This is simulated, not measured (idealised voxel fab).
Herein follows the process module entitled voxel ribs on slabs.
We display cut, a cross-section 225 nm in width whose square cells are each 5 nm.
This document writes a cross-section as a grid whose cells are square, and gives it as bands, listed from the top down; one or more rows of cells form a band.
Quick guide to a band line: top height, bottom height (nm) up front; then every material left to right with its width in nm. Only one material and it's marked "edge to edge"? Then it fills the band edge to edge. And "blank" just means empty space.
Height is counted from the level 0, under which the received wafer is composed throughout of one material. The lowest of the bands is not closed at the bottom but continues downward, in the notation "0..down".
Width: "30..40" (first number = top row, second number = bottom row, same change from row to row of cells).
Given "no alteration" for a step, no cell of the cross-section differs between before and after that step.
You'll see "Closed void list" listing empty spaces that have no way open to the top, as long as they're 8 cells or more; the notation is width x height at distance, where the distance is from the left edge, and all of it is in nm.
The remark found on a step's line after its settings is issued by the simulator itself and pertains to that step.
overlay nm: step with mask; distance mask lay right of planned place; negative value = left of planned place.

Planned step list for the process
| 1 | RECEIVE: material Si |
| 2 | DIRECTIONAL_DEP: material SiO2, thk nm 25 |
| 3 | DIRECTIONAL_DEP: material polySi, thk nm 20 |
| 4 | PATTERN: tone cover, mask id RIB, material resist, width nm 15, thk nm 20, overlay nm 0 |
| 5 | DIRECTIONAL_ETCH: etch materials polySi, depth nm 15 |
| 6 | STRIP: etch materials resist |
| 7 | MASKED_ETCH: tone cover, mask id SLAB, width nm 65, etch materials polySi, depth nm 5, overlay nm 0 |
| 8 | FILL_DEP: material SiO2, thk nm 20 |
| 9 | CMP: height nm 55 |
| 10 | DIRECTIONAL_DEP: material W, thk nm 10 |
| 11 | PATTERN: tone cover, mask id HEATER, material resist, width nm 25, thk nm 15, overlay nm 0 |
| 12 | DIRECTIONAL_ETCH: etch materials W, depth nm 10 |
| 13 | STRIP: etch materials resist |
| 14 | CONFORMAL_DEP: material SiN, thk nm 10 |

Wafer cross-section on receipt, i.e. after step 1
    0..down | Si edge to edge
    Closed void list: none

Starting structure and process plan are as shown above, but one mistake was made in running the module; the wafer cross-section at the end of the module follows
    65..55 | 100 of blank | 25 of W | 100 of blank
    55..45 | SiO2 edge to edge
    45..30 | 105 of SiO2 | 15 of polySi | 105 of SiO2
    30..25 | 80 of SiO2 | 65 of polySi | 80 of SiO2
    25..0 | SiO2 edge to edge
    0..down | Si edge to edge
    Closed void list: none
Run error: the plan's step 14 was left out and never carried out
